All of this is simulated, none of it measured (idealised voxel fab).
The name of this process module is voxel transistor to metal.
290 nm wide, 5 nm square cells: that's cross-section cut.
Cross-section = grid of square cells, listed top down in bands; band = one or more rows. Top height, bottom height, nm. Materials left to right, width each, nm. Single material + "full width" = fills band edge to edge. "empty" = empty. For the purposes of this specification, 0 denotes the height below which the wafer in its as-received condition is composed wholly of one material, and the lowermost band, lacking a lower limit, extends downward without end, as expressed in "0 down". It should be noted that a width expressed as "30 to 40" varies in equal increments from row to row of cells within the band, taking the value of the first number at the top row and that of the second number at the bottom row. Step marked "no alterations made"? Then no cell in the cross-section changed in it. Closed void entries: empty space of 8 cells or more with no open way to the top, each as width x height at its distance from the left edge, in nm. Note: text after step settings on the step line = simulator remark on that step. Regarding "overlay nm": on a step with a mask, it is the distance the mask lay to the right of its planned place; a negative value places it to the left.

THE STEPS PLANNED FOR THE PROCESS ARE AS FOLLOWS
step 1: RECEIVE [material Si]
step 2: OXIDIZE [depth nm 5]
step 3: CONFORMAL_DEP [material SiN] [thk nm 10]
step 4: PATTERN [tone cover] [mask id ACTIVE] [material resist] [width nm 105] [pitch nm 140] [thk nm 15] [overlay nm 0]
step 5: DIRECTIONAL_ETCH [etch materials SiN] [depth nm 10]
step 6: DIRECTIONAL_ETCH [etch materials SiO2] [depth nm 5]
step 7: DIRECTIONAL_ETCH [etch materials Si] [depth nm 35]
step 8: STRIP [etch materials resist]
step 9: FILL_DEP [material SiO2] [thk nm 10]
step 10: CMP [height nm 10]
step 11: SELECTIVE_ETCH [etch materials SiO2] [depth nm 10]
step 12: STRIP [etch materials SiN]
step 13: SELECTIVE_ETCH [etch materials SiO2] [depth nm 5]
step 14: OXIDIZE [depth nm 5]
step 15: DIRECTIONAL_DEP [material polySi] [thk nm 20]
step 16: DIRECTIONAL_DEP [material SiCN] [thk nm 15]
step 17: PATTERN [tone cover] [mask id GATE] [material resist] [width nm 25] [pitch nm 140] [thk nm 15] [overlay nm 0]
step 18: DIRECTIONAL_ETCH [etch materials SiCN] [depth nm 25]
step 19: DIRECTIONAL_ETCH [etch materials polySi] [depth nm 30]
step 20: STRIP [etch materials resist]
step 21: CONFORMAL_DEP [material SiN] [thk nm 5]
step 22: DIRECTIONAL_ETCH [etch materials SiN] [depth nm 5]
step 23: DIRECTIONAL_ETCH [etch materials SiO2] [depth nm 5]
step 24: DIRECTIONAL_ETCH [etch materials Si] [depth nm 15]
step 25: EPI [material nSi] [thk nm 20]
step 26: FILL_DEP [material SiO2] [thk nm 10]
step 27: CMP [height nm 15]
step 28: STRIP [etch materials polySi]
step 29: SELECTIVE_ETCH [etch materials SiO2] [depth nm 5]
step 30: CONFORMAL_DEP [material HfO2] [thk nm 5]
step 31: CONFORMAL_DEP [material TiN] [thk nm 5]
step 32: FILL_DEP [material W] [thk nm 10]
step 33: CMP [height nm 10]
step 34: DIRECTIONAL_DEP [material SiO2] [thk nm 15]
step 35: MASKED_ETCH [tone open] [mask id CONTACT] [width nm 15] [etch materials SiO2] [depth nm 30] [overlay nm 0]
step 36: CONFORMAL_DEP [material TiN] [thk nm 5]
step 37: FILL_DEP [material Ru] [thk nm 5]
step 38: CMP [height nm 25]
step 39: CONFORMAL_DEP [material SiN] [thk nm 5]
step 40: DIRECTIONAL_DEP [material SiO2] [thk nm 20]
step 41: DIRECTIONAL_DEP [material aC] [thk nm 10]
step 42: PATTERN [tone open] [mask id METAL_1] [material resist] [width nm 15] [thk nm 30] [overlay nm 0]
step 43: DIRECTIONAL_ETCH [etch materials aC] [depth nm 10]
step 44: STRIP [etch materials resist]
step 45: DIRECTIONAL_ETCH [etch materials SiO2] [depth nm 20]
step 46: DIRECTIONAL_ETCH [etch materials SiN] [depth nm 5]
step 47: STRIP [etch materials aC]
step 48: CONFORMAL_DEP [material TiN] [thk nm 5]
step 49: FILL_DEP [material Cu] [thk nm 5]
step 50: CMP [height nm 50]
step 51: EPI [material Ru] [thk nm 5]
step 52: FILL_DEP [material SiCN] [thk nm 5]
It is noted that the wafers described herein are identical at the outset and are distinguished by the width nm of step 4; the value stated in the plan corresponds to the first wafer.

HERE'S THE FIRST OF THE WAFERS IN CROSS-SECTION, JUST AS WE GOT IT, I.E. AFTER STEP 1
  0 down  Si full width
  Closed void entries: none

THE TABLE BELOW HAS ONE ROW FOR EACH WAFER; A ROW SHOWS, AS OF THE END OF THE MODULE, HOW MANY CELLS OF EACH MATERIAL THE WAFER HAS GAINED, MARKED (+), OR LOST, MARKED (-), SINCE IT WAS RECEIVED, AND THEN THE WAFER'S CLOSED VOIDS
width nm 105 | +16 Cu | +26 HfO2 | +28 Ru | -296 Si | +96 SiCN | +58 SiN | +490 SiO2 | +110 TiN | +4 W | +164 nSi | Closed void entries: none
width nm 110 | +16 Cu | +26 HfO2 | +28 Ru | -290 Si | +96 SiCN | +58 SiN | +476 SiO2 | +110 TiN | +4 W | +172 nSi | Closed void entries: none
width nm 115 | +16 Cu | +26 HfO2 | +28 Ru | -284 Si | +96 SiCN | +58 SiN | +462 SiO2 | +110 TiN | +4 W | +180 nSi | Closed void entries: none
width nm 120 | +16 Cu | +26 HfO2 | +28 Ru | -278 Si | +96 SiCN | +58 SiN | +448 SiO2 | +110 TiN | +4 W | +188 nSi | Closed void entries: none
